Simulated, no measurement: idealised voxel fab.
Name of the process module below: voxel double patterning
Each square cell in cross-section cut measures 5 nm, and the section as a whole is 195 nm wide.
For the purposes of this document, a cross-section shall be understood as a grid of square cells, specified as bands listed in top-to-bottom order, each band consisting of one or more rows of cells. Heights first: top, then bottom, in nm. Then materials, left to right, each with a width in nm. "everywhere" on a single material: fills the band edge to edge. "empty": empty space. Heads up on the height convention: 0 is the point under which the incoming wafer is all one material, and the lowest band has no bottom, it just keeps going down, like "from 0 down". A width such as "30 to 40" changes by the same amount from each row of cells to the next, from the band's top row to its bottom row. "nothing changed" after a step means that no cell of the cross-section changed. Empty spaces without an open route to the top, at least 8 cells in extent, make up the entry "Closed void list"; each is given as width x height at distance, where the distance is measured from the left edge, and all are in nm. That trailing text on a step's line, after the settings, is the simulator's own remark on the step. On any step carrying a mask, the "overlay nm" setting, if present on the step's line, tells how far right of its planned place the mask lay; negative values point to the left.

-- List of planned process steps
step 1: RECEIVE [material Si]
step 2: CONFORMAL_DEP [material SiO2] [thk nm 5]
step 3: DIRECTIONAL_DEP [material polySi] [thk nm 10]
step 4: DIRECTIONAL_DEP [material SiCN] [thk nm 10]
step 5: MASKED_ETCH [tone open] [mask id FIRST] [width nm 15] [pitch nm 50] [etch materials SiCN] [depth nm 10] [overlay nm 0]
step 6: PATTERN [tone open] [mask id SECOND] [material resist] [width nm 15] [thk nm 15] [overlay nm 0]
step 7: DIRECTIONAL_ETCH [etch materials SiCN] [depth nm 10]
step 8: STRIP [etch materials resist]
step 9: DIRECTIONAL_ETCH [etch materials polySi] [depth nm 10]
step 10: STRIP [etch materials SiCN]

-- The first of two wafers, run as planned

-- As-received state of the wafer in cross-section, equivalent to post-step 1
  from 0 down  Si everywhere
  Closed void list: none

-- Take a look at the wafer's cross-section after step 2
  from 5 to 0  SiO2 everywhere
  Below 0, the layers are the same as they were.

-- Take a look at the wafer's cross-section after step 3
  from 15 to 5  polySi everywhere
  Below 5, the layers are the same as they were.

-- Take a look at the wafer's cross-section after step 4
  from 25 to 15  SiCN everywhere
  Below 15, the layers are the same as they were.

-- Take a look at the wafer's cross-section after step 5
  from 25 to 15  SiCN: 65, empty: 15, SiCN: 35, empty: 15, SiCN: 65
  Below 15, the layers are the same as they were.

-- Take a look at the wafer's cross-section after step 6
  from 40 to 25  resist: 90, empty: 15, resist: 90
  from 25 to 15  SiCN: 65, resist: 15, SiCN: 35, resist: 15, SiCN: 65
  Below 15, the layers are the same as they were.

-- Take a look at the wafer's cross-section after step 7
  from 40 to 25  resist: 90, empty: 15, resist: 90
  from 25 to 15  SiCN: 65, resist: 15, SiCN: 10, empty: 15, SiCN: 10, resist: 15, SiCN: 65
  Below 15, the layers are the same as they were.

-- Take a look at the wafer's cross-section after step 8
  from 25 to 15  SiCN: 65, empty: 15, SiCN: 10, empty: 15, SiCN: 10, empty: 15, SiCN: 65
  Below 15, the layers are the same as they were.

-- Take a look at the wafer's cross-section after step 9
  from 25 to 15  SiCN: 65, empty: 15, SiCN: 10, empty: 15, SiCN: 10, empty: 15, SiCN: 65
  from 15 to 5  polySi: 65, empty: 15, polySi: 10, empty: 15, polySi: 10, empty: 15, polySi: 65
  Below 5, the layers are the same as they were.

-- Take a look at the wafer's cross-section after step 10
  from 15 to 5  polySi: 65, empty: 15, polySi: 10, empty: 15, polySi: 10, empty: 15, polySi: 65
  Below 5, the layers are the same as they were.

-- The remaining wafer, second of the two, started like the first and was run to the same plan, except that one mistake was made along the way; the two coincide through step 9, inclusive

Second wafer, sectioned view, at step 10's planned end time: nothing changed
Plan not followed: heads up, step 10 of the plan was skipped and never actually ran
End of process, cell counts, second wafer against first, materials with more or fewer: 60 more of SiCN
